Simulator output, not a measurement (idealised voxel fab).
Documented hereafter: the process module known as voxel self aligned contacts.
In the cross-section labelled cut, the width is 215 nm and each square cell is 5 nm.
A cross-section is a grid of square cells, given in bands from the top down. A band is one or more rows of cells.
Each band's line starts with the height of the band's top and of its bottom, in nm. Then come its materials from left to right, each with its width in nm. One material with "everywhere" fills the band from edge to edge. "blank" is empty space.
Basically, 0 is our baseline, since under it the wafer straight out of the box is all one material. The bottom band has no lower end and keeps on going down, so it looks like "0 down".
The width entry "30->40" should be interpreted row by row: the top row of cells in the band takes the first number, the bottom row takes the second number, and the change between adjacent rows is uniform throughout.
Key: "no alteration" - step with no changed cell in the cross-section.
"Closed empty spaces" specifies each empty space that is not open to the top and that occupies no fewer than 8 cells, using the form width x height at distance, the distance measured from the left edge and all three quantities in nm.
Post-settings text on a step line: simulator's own remark regarding the step.
"overlay nm" on a masked step: distance the mask lay right of its planned place, negative for left.

plan:
1 op RECEIVE | material Si
2 op CONFORMAL_DEP | material SiO2 | thk nm 5
3 op DIRECTIONAL_DEP | material polySi | thk nm 20
4 op DIRECTIONAL_DEP | material SiN | thk nm 25
5 op MASKED_ETCH | tone cover | mask id GATE | width nm 25 | pitch nm 60 | etch materials SiN | depth nm 25 | overlay nm 0
6 op MASKED_ETCH | tone cover | mask id GATE | width nm 25 | pitch nm 60 | etch materials polySi | depth nm 20 | overlay nm 0
7 op CONFORMAL_DEP | material SiN | thk nm 10
8 op DIRECTIONAL_ETCH | etch materials SiN | depth nm 10
9 op FILL_DEP | material SiO2 | thk nm 10
10 op CMP | height nm 55
11 op DIRECTIONAL_DEP | material aC | thk nm 10
12 op PATTERN | tone open | mask id CONTACT | material resist | width nm 45 | thk nm 30 | overlay nm 0
13 op DIRECTIONAL_ETCH | etch materials aC | depth nm 10
14 op STRIP | etch materials resist
15 op DIRECTIONAL_ETCH | etch materials SiO2 | depth nm 55
16 op STRIP | etch materials aC
17 op CONFORMAL_DEP | material TiN | thk nm 5
18 op FILL_DEP | material Ru | thk nm 5
19 op CMP | height nm 55
20 op CONFORMAL_DEP | material SiCN | thk nm 5

Wafer, first of two, run as planned:

Incoming wafer in cross-section (state: after step 1):
    0 down  Si everywhere
    Closed empty spaces: none

Cross-sectional representation of the wafer at the conclusion of step 2:
    5 to 0  SiO2 everywhere
    Heights below 0 show no change.

Cross-sectional representation of the wafer at the conclusion of step 3:
    25 to 5  polySi everywhere
    Heights below 5 show no change.

Cross-sectional representation of the wafer at the conclusion of step 4:
    50 to 25  SiN everywhere
    Heights below 25 show no change.

Cross-sectional representation of the wafer at the conclusion of step 5:
    50 to 25  blank (65) | SiN (25) | blank (35) | SiN (25) | blank (65)
    Heights below 25 show no change.

Cross-sectional representation of the wafer at the conclusion of step 6:
    50 to 25  blank (65) | SiN (25) | blank (35) | SiN (25) | blank (65)
    25 to 5  blank (65) | polySi (25) | blank (35) | polySi (25) | blank (65)
    Heights below 5 show no change.

Cross-sectional representation of the wafer at the conclusion of step 7:
    60 to 25  blank (55) | SiN (45) | blank (15) | SiN (45) | blank (55)
    25 to 15  blank (55) | SiN (10) | polySi (25) | SiN (10) | blank (15) | SiN (10) | polySi (25) | SiN (10) | blank (55)
    15 to 5  SiN (65) | polySi (25) | SiN (35) | polySi (25) | SiN (65)
    Heights below 5 show no change.

Cross-sectional representation of the wafer at the conclusion of step 8:
    50 to 25  blank (55) | SiN (45) | blank (15) | SiN (45) | blank (55)
    25 to 5  blank (55) | SiN (10) | polySi (25) | SiN (10) | blank (15) | SiN (10) | polySi (25) | SiN (10) | blank (55)
    Heights below 5 show no change.

Cross-sectional representation of the wafer at the conclusion of step 9:
    60 to 50  SiO2 everywhere
    50 to 25  SiO2 (55) | SiN (45) | SiO2 (15) | SiN (45) | SiO2 (55)
    25 to 5  SiO2 (55) | SiN (10) | polySi (25) | SiN (10) | SiO2 (15) | SiN (10) | polySi (25) | SiN (10) | SiO2 (55)
    Heights below 5 show no change.

Cross-sectional representation of the wafer at the conclusion of step 10:
    55 to 50  SiO2 everywhere
    Heights below 50 show no change.

Cross-sectional representation of the wafer at the conclusion of step 11:
    65 to 55  aC everywhere
    Heights below 55 show no change.

Cross-sectional representation of the wafer at the conclusion of step 12:
    95 to 65  resist (85) | blank (45) | resist (85)
    Heights below 65 show no change.

Cross-sectional representation of the wafer at the conclusion of step 13:
    85 to 65  resist (85) | blank (45) | resist (85)
    65 to 55  aC (85) | blank (45) | aC (85)
    Heights below 55 show no change.

Cross-sectional representation of the wafer at the conclusion of step 14:
    65 to 55  aC (85) | blank (45) | aC (85)
    Heights below 55 show no change.

Cross-sectional representation of the wafer at the conclusion of step 15:
    65 to 55  aC (85) | blank (45) | aC (85)
    55 to 50  SiO2 (85) | blank (45) | SiO2 (85)
    50 to 25  SiO2 (55) | SiN (45) | blank (15) | SiN (45) | SiO2 (55)
    25 to 5  SiO2 (55) | SiN (10) | polySi (25) | SiN (10) | blank (15) | SiN (10) | polySi (25) | SiN (10) | SiO2 (55)
    5 to 0  SiO2 (100) | blank (15) | SiO2 (100)
    Heights below 0 show no change.

Cross-sectional representation of the wafer at the conclusion of step 16:
    55 to 50  SiO2 (85) | blank (45) | SiO2 (85)
    Heights below 50 show no change.

Cross-sectional representation of the wafer at the conclusion of step 17:
    60 to 55  TiN (90) | blank (35) | TiN (90)
    55 to 50  SiO2 (85) | TiN (20) | blank (5) | TiN (20) | SiO2 (85)
    50 to 25  SiO2 (55) | SiN (45) | TiN (5) | blank (5) | TiN (5) | SiN (45) | SiO2 (55)
    25 to 5  SiO2 (55) | SiN (10) | polySi (25) | SiN (10) | TiN (5) | blank (5) | TiN (5) | SiN (10) | polySi (25) | SiN (10) | SiO2 (55)
    5 to 0  SiO2 (100) | TiN (15) | SiO2 (100)
    Heights below 0 show no change.

Cross-sectional representation of the wafer at the conclusion of step 18:
    65 to 60  Ru everywhere
    60 to 55  TiN (90) | Ru (35) | TiN (90)
    55 to 50  SiO2 (85) | TiN (20) | Ru (5) | TiN (20) | SiO2 (85)
    50 to 25  SiO2 (55) | SiN (45) | TiN (5) | Ru (5) | TiN (5) | SiN (45) | SiO2 (55)
    25 to 5  SiO2 (55) | SiN (10) | polySi (25) | SiN (10) | TiN (5) | Ru (5) | TiN (5) | SiN (10) | polySi (25) | SiN (10) | SiO2 (55)
    Heights below 5 show no change.

Cross-sectional representation of the wafer at the conclusion of step 19:
    55 to 50  SiO2 (85) | TiN (20) | Ru (5) | TiN (20) | SiO2 (85)
    Heights below 50 show no change.

Cross-sectional representation of the wafer at the conclusion of step 20:
    60 to 55  SiCN everywhere
    Heights below 55 show no change.

second wafer: like start, like plan, one mistake. Through step 4 it matches the first wafer:

Second wafer, sectioned view, at step 5's planned end time:
    50 to 25  blank (60) | SiN (35) | blank (25) | SiN (35) | blank (60)
    Heights below 25 show no change.

Second wafer, sectioned view, at step 6's planned end time:
    50 to 25  blank (60) | SiN (35) | blank (25) | SiN (35) | blank (60)
    25 to 5  blank (60) | polySi (35) | blank (25) | polySi (35) | blank (60)
    Heights below 5 show no change.

Second wafer, sectioned view, at step 7's planned end time:
    60 to 25  blank (50) | SiN (55) | blank (5) | SiN (55) | blank (50)
    25 to 15  blank (50) | SiN (10) | polySi (35) | SiN (10) | blank (5) | SiN (10) | polySi (35) | SiN (10) | blank (50)
    15 to 5  SiN (60) | polySi (35) | SiN (25) | polySi (35) | SiN (60)
    Heights below 5 show no change.

Second wafer, sectioned view, at step 8's planned end time:
    50 to 25  blank (50) | SiN (55) | blank (5) | SiN (55) | blank (50)
    25 to 5  blank (50) | SiN (10) | polySi (35) | SiN (10) | blank (5) | SiN (10) | polySi (35) | SiN (10) | blank (50)
    Heights below 5 show no change.

Second wafer, sectioned view, at step 9's planned end time:
    60 to 50  SiO2 everywhere
    50 to 25  SiO2 (50) | SiN (55) | SiO2 (5) | SiN (55) | SiO2 (50)
    25 to 5  SiO2 (50) | SiN (10) | polySi (35) | SiN (10) | SiO2 (5) | SiN (10) | polySi (35) | SiN (10) | SiO2 (50)
    Heights below 5 show no change.

Second wafer, sectioned view, at step 10's planned end time:
    55 to 50  SiO2 everywhere
    Heights below 50 show no change.

Second wafer, sectioned view, at step 11's planned end time:
    65 to 55  aC everywhere
    Heights below 55 show no change.

Second wafer, sectioned view, at step 12's planned end time:
    95 to 65  resist (85) | blank (45) | resist (85)
    Heights below 65 show no change.

Second wafer, sectioned view, at step 13's planned end time:
    85 to 65  resist (85) | blank (45) | resist (85)
    65 to 55  aC (85) | blank (45) | aC (85)
    Heights below 55 show no change.

Second wafer, sectioned view, at step 14's planned end time:
    65 to 55  aC (85) | blank (45) | aC (85)
    Heights below 55 show no change.

Second wafer, sectioned view, at step 15's planned end time:
    65 to 55  aC (85) | blank (45) | aC (85)
    55 to 50  SiO2 (85) | blank (45) | SiO2 (85)
    50 to 25  SiO2 (50) | SiN (55) | blank (5) | SiN (55) | SiO2 (50)
    25 to 5  SiO2 (50) | SiN (10) | polySi (35) | SiN (10) | blank (5) | SiN (10) | polySi (35) | SiN (10) | SiO2 (50)
    5 to 0  SiO2 (105) | blank (5) | SiO2 (105)
    Heights below 0 show no change.

Second wafer, sectioned view, at step 16's planned end time:
    55 to 50  SiO2 (85) | blank (45) | SiO2 (85)
    Heights below 50 show no change.

Second wafer, sectioned view, at step 17's planned end time:
    60 to 55  TiN (90) | blank (35) | TiN (90)
    55 to 50  SiO2 (85) | TiN (45) | SiO2 (85)
    50 to 25  SiO2 (50) | SiN (55) | TiN (5) | SiN (55) | SiO2 (50)
    25 to 5  SiO2 (50) | SiN (10) | polySi (35) | SiN (10) | TiN (5) | SiN (10) | polySi (35) | SiN (10) | SiO2 (50)
    5 to 0  SiO2 (105) | TiN (5) | SiO2 (105)
    Heights below 0 show no change.

Second wafer, sectioned view, at step 18's planned end time:
    65 to 60  Ru everywhere
    60 to 55  TiN (90) | Ru (35) | TiN (90)
    Heights below 55 show no change.

Second wafer, sectioned view, at step 19's planned end time:
    55 to 50  SiO2 (85) | TiN (45) | SiO2 (85)
    Heights below 50 show no change.

Second wafer, sectioned view, at step 20's planned end time:
    60 to 55  SiCN everywhere
    Heights below 55 show no change.
what went wrong: so step 5 ended up running with a different setting than we planned, it ran as op MASKED_ETCH | tone cover | mask id GATE | width nm 35 | pitch nm 60 | etch materials SiN | depth nm 25 | overlay nm 0
The second wafer ends with more or fewer cells of some materials than the first, per final count: Ru -10 | SiN +20 | SiO2 -16 | TiN -10 | polySi +16
